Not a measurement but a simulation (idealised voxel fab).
process module | voxel double patterning
cross-section cut | 165 nm wide | cells 5 nm
A cross-section is a grid of square cells, given in bands from the top down. A band is one or more rows of cells.
Each band's line starts with the height of the band's top and of its bottom, in nm. Then come its materials from left to right, each with its width in nm. One material with "throughout" fills the band from edge to edge. "air" is empty space.
Height 0 is the level under which the wafer as received is all one material. The lowest band goes on downwards, as in "0 down".
A width such as "30 to 40" changes by the same amount from each row of cells to the next, from the band's top row to its bottom row.
"no change" after a step means that no cell of the cross-section changed.
closed voids: empty space of 8 cells or more with no open way to the top, each as width x height at its distance from the left edge, in nm
after a step's settings: what the simulator itself notes on the step
overlay nm, on a step with a mask: how far to the right of its planned place the mask lay; to the left if negative
plan
1 op RECEIVE | material Si
2 op CONFORMAL_DEP | material SiO2 | thk nm 10
3 op DIRECTIONAL_DEP | material polySi | thk nm 15
4 op DIRECTIONAL_DEP | material SiN | thk nm 10
5 op DIRECTIONAL_DEP | material aC | thk nm 10
6 op PATTERN | tone open | mask id FIRST | material resist | width nm 15 | pitch nm 50 | thk nm 30 | overlay nm 0
7 op DIRECTIONAL_ETCH | etch materials aC | depth nm 10
8 op STRIP | etch materials resist
9 op DIRECTIONAL_ETCH | etch materials SiN | depth nm 10
10 op STRIP | etch materials aC
11 op DIRECTIONAL_DEP | material aC | thk nm 10
12 op PATTERN | tone open | mask id SECOND | material resist | width nm 15 | pitch nm 50 | thk nm 30 | overlay nm 0
13 op DIRECTIONAL_ETCH | etch materials aC | depth nm 10
14 op STRIP | etch materials resist
15 op DIRECTIONAL_ETCH | etch materials SiN | depth nm 10
16 op STRIP | etch materials aC
17 op DIRECTIONAL_ETCH | etch materials polySi | depth nm 15
18 op STRIP | etch materials SiN
varied across the wafers: width nm of step 6. The plan shows the first wafer's value. All wafers start alike
first wafer as received, after step 1
  0 down: Si throughout
  closed voids: none
first wafer at the end, after step 18
  25 to 10: polySi 25 | air 15 | polySi 10 | air 15 | polySi 10 | air 15 | polySi 10 | air 15 | polySi 10 | air 15 | polySi 25
  10 to 0: SiO2 throughout
  0 down: Si throughout
  closed voids: none
last wafer at the end
  25 to 10: polySi 20 | air 45 | polySi 5 | air 45 | polySi 5 | air 30 | polySi 15
  10 to 0: SiO2 throughout
  0 down: Si throughout
  closed voids: none
each wafer at the end: cells of each material gained (+) or lost (-) since it was received, then its closed voids
width nm 15 | +66 SiO2 | +54 polySi | closed voids: none
width nm 20 | +66 SiO2 | +45 polySi | closed voids: none
width nm 25 | +66 SiO2 | +36 polySi | closed voids: none
width nm 30 | +66 SiO2 | +27 polySi | closed voids: none
